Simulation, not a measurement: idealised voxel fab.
voxel spacer lines: a process module
This is section cut - it's 280 nm across, gridded in 5 nm square cells.
How to read a cross-section here: the picture is a grid of square cells, written as bands going from the top down, and any band can span one or more rows of cells. This entry defines a band. It first specifies the height of the band's top and the height of its bottom in nm, and then specifies the band's materials from left to right, stating each material with its width in nm. The word "full width" identifies a single material that fills the band from edge to edge, while the word "air" identifies empty space. Ref level 0: as-received wafer is one material below here. Bottom band extends down with no lower bound ("z 0 and below"). A width such as "30->40" changes by the same amount from each row of cells to the next, from the band's top row to its bottom row. The designation "nothing got changed", where it is given for a processing step, indicates that no cell of the cross-section was altered in the course of that step. The entry "Closed internal cavities" lists the empty spaces that cover at least 8 cells and have no open path to the top. Each is written as width x height at distance, where the distance is measured from the left edge and all three values are in nm. Anything after a step's settings on that line? It's the simulator's own note about the step. overlay nm: step with mask; distance mask lay right of planned place; negative value = left of planned place.
**Set out below are the planned steps of the process**
1: RECEIVE: material Si
2: CONFORMAL_DEP: material Al2O3, thk nm 10
3: DIRECTIONAL_DEP: material polySi, thk nm 15
4: DIRECTIONAL_DEP: material aC, thk nm 20
5: PATTERN: tone cover, mask id MANDREL, material resist, width nm 20, pitch nm 60, thk nm 30, overlay nm 0
6: DIRECTIONAL_ETCH: etch materials aC, depth nm 20
7: STRIP: etch materials resist
8: CONFORMAL_DEP: material SiO2, thk nm 10
9: DIRECTIONAL_ETCH: etch materials SiO2, depth nm 10
10: STRIP: etch materials aC
11: DIRECTIONAL_ETCH: etch materials polySi, depth nm 15
12: STRIP: etch materials SiO2
**Cross-section of the wafer at receipt, which is the condition after step 1**
> z 0 and below: Si full width
> Closed internal cavities: none
**The first of two wafers, cross-sectioned at the end of the module, with the run proceeding as planned**
> z 25 to 10: 90 of air | 10 of polySi | 20 of air | 10 of polySi | 20 of air | 10 of polySi | 20 of air | 10 of polySi | 90 of air
> z 10 to 0: Al2O3 full width
> z 0 and below: Si full width
> Closed internal cavities: none
**Cross-section of the latter of the two wafers at module completion. It had an identical start and an identical plan to the former; in running it, one mistake was made**
> z 30 to 10: polySi full width
> z 10 to 0: Al2O3 full width
> z 0 and below: Si full width
> Closed internal cavities: none
What broke from the plan during processing? heads up, step 4 didn't go per plan, it actually ran as DIRECTIONAL_DEP: material polySi, thk nm 20
The final cell counts differ between the wafers, with the second having more or fewer of some materials than the first: polySi: 200 more
